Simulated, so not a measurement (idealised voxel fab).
process module | voxel gate over fins
cross-section cut | 195 nm wide | cells 5 nm
A cross-section is a grid of square cells, given in bands from the top down. A band is one or more rows of cells.
Each band's line starts with the height of the band's top and of its bottom, in nm. Then come its materials from left to right, each with its width in nm. One material with "throughout" fills the band from edge to edge. "air" is empty space.
Height 0 is the level under which the wafer as received is all one material. The lowest band goes on downwards, as in "0 down".
A width such as "30 to 40" changes by the same amount from each row of cells to the next, from the band's top row to its bottom row.
"no change" after a step means that no cell of the cross-section changed.
closed voids: empty space of 8 cells or more with no open way to the top, each as width x height at its distance from the left edge, in nm
after a step's settings: what the simulator itself notes on the step
overlay nm, on a step with a mask: how far to the right of its planned place the mask lay; to the left if negative
plan
1 op RECEIVE | material Si
2 op CONFORMAL_DEP | material SiN | thk nm 5
3 op PATTERN | tone cover | mask id FINS | material resist | width nm 15 | pitch nm 45 | thk nm 20 | overlay nm 0
4 op DIRECTIONAL_ETCH | etch materials SiN | depth nm 5
5 op DIRECTIONAL_ETCH | etch materials Si | depth nm 30
6 op STRIP | etch materials resist
7 op OXIDIZE | depth nm 5
8 op FILL_DEP | material SiO2 | thk nm 5
9 op CMP | height nm 5
10 op SELECTIVE_ETCH | etch materials SiO2 | depth nm 20
11 op STRIP | etch materials SiN
12 op CONFORMAL_DEP | material HfO2 | thk nm 5
13 op CONFORMAL_DEP | material TiN | thk nm 5
14 op FILL_DEP | material W | thk nm 10
15 op CMP | height nm 15
16 op CONFORMAL_DEP | material SiN | thk nm 10
varied across the wafers: thk nm of step 2. The plan shows the first wafer's value. All wafers start alike
first wafer as received, after step 1
  0 down: Si throughout
  closed voids: none
each wafer at the end: cells of each material gained (+) or lost (-) since it was received, then its closed voids
thk nm 5 | +63 HfO2 | -245 Si | +78 SiN | +140 SiO2 | +63 TiN | +96 W | closed voids: none
thk nm 10 | +39 HfO2 | +78 SiN | +39 TiN | +39 W | closed voids: none
thk nm 15 | +39 HfO2 | +78 SiN | +39 TiN | +39 W | closed voids: none
thk nm 20 | +39 HfO2 | +78 SiN | +39 TiN | +39 W | closed voids: none
